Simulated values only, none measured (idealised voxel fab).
The document below concerns the process module designated voxel self aligned vias.
FYI the section here is cut, 225 nm wide, cells are 5 nm squares.
A cross-section is written here as square cells arranged in a grid, and it is given in bands from the top down, each band taking up one or more rows of cells. It is stipulated that each band's entry specify, in nanometres, the height of the top of the band and then that of its bottom, followed by the materials of the band in left-to-right sequence, each together with its width in nanometres. A single material marked by the word "edge to edge" is understood to fill the band from edge to edge; the word "blank" is understood to denote empty space. Counting heights begins at 0, where everything beneath is, in the wafer as received, one material. The lowest band has no bottom; it goes on downwards, as "0..down" shows. Width: "30->40" (first number = top row, second number = bottom row, same change from row to row of cells). Given "remained unchanged" for a step, no cell of the cross-section differs between before and after that step. So "Closed void list" is basically the list of trapped voids: any empty space of 8 cells or more that can't reach the top through an opening. They're written width x height at distance, the distance being from the left edge, and it's all nm. Step line, after settings: the simulator's comment on this step. If you see "overlay nm" on a step's line and that step has a mask, it's telling you how far right of where it was planned the mask ended up; a negative number means it went left instead.
Planned step list for the process
1) RECEIVE | material Si
2) CONFORMAL_DEP | material SiO2 | thk nm 10
3) CONFORMAL_DEP | material SiCN | thk nm 5
4) DIRECTIONAL_DEP | material SiO2 | thk nm 20
5) PATTERN | tone open | mask id LINES | material resist | width nm 25 | pitch nm 60 | thk nm 15 | overlay nm 0
6) DIRECTIONAL_ETCH | etch materials SiO2 | depth nm 20
7) STRIP | etch materials resist
8) CONFORMAL_DEP | material TiN | thk nm 5
9) FILL_DEP | material Ru | thk nm 5
10) CMP | height nm 35
11) SELECTIVE_ETCH | etch materials W Ru TiN | depth nm 10
12) FILL_DEP | material SiN | thk nm 5
13) CMP | height nm 35
14) DIRECTIONAL_DEP | material SiO2 | thk nm 15
15) MASKED_ETCH | tone open | mask id VIAS | width nm 45 | pitch nm 120 | etch materials SiO2 | depth nm 15 | overlay nm 0
16) MASKED_ETCH | tone open | mask id VIAS | width nm 45 | pitch nm 120 | etch materials SiN | depth nm 10 | overlay nm 0
17) CONFORMAL_DEP | material TiN | thk nm 5
18) FILL_DEP | material Cu | thk nm 5
19) CMP | height nm 50
20) CONFORMAL_DEP | material SiN | thk nm 5
Wafer as received: cross-section following step 1
    0..down | Si edge to edge
    Closed void list: none
Post-module cross-section: identical start and plan to those above, one misstep in execution
    55..50 | SiN edge to edge
    50..40 | SiO2 30 / TiN 5 / Cu 35 / TiN 5 / SiO2 75 / TiN 5 / Cu 35 / TiN 5 / SiO2 30
    40..35 | SiO2 30 / TiN 20 / Cu 5 / TiN 20 / SiO2 75 / TiN 20 / Cu 5 / TiN 20 / SiO2 30
    35..30 | SiO2 45 / TiN 5 / Cu 5 / TiN 5 / SiO2 45 / SiN 15 / SiO2 45 / TiN 5 / Cu 5 / TiN 5 / SiO2 45
    30..25 | SiO2 45 / TiN 15 / SiO2 45 / SiN 15 / SiO2 45 / TiN 15 / SiO2 45
    25..20 | SiO2 45 / TiN 5 / Ru 5 / TiN 5 / SiO2 45 / TiN 5 / Ru 5 / TiN 5 / SiO2 45 / TiN 5 / Ru 5 / TiN 5 / SiO2 45
    20..15 | SiO2 45 / TiN 15 / SiO2 45 / TiN 15 / SiO2 45 / TiN 15 / SiO2 45
    15..10 | SiCN edge to edge
    10..0 | SiO2 edge to edge
    0..down | Si edge to edge
    Closed void list: none
Error vs. plan: rather than as planned, step 5 actually ran as PATTERN | tone open | mask id LINES | material resist | width nm 15 | pitch nm 60 | thk nm 15 | overlay nm 0
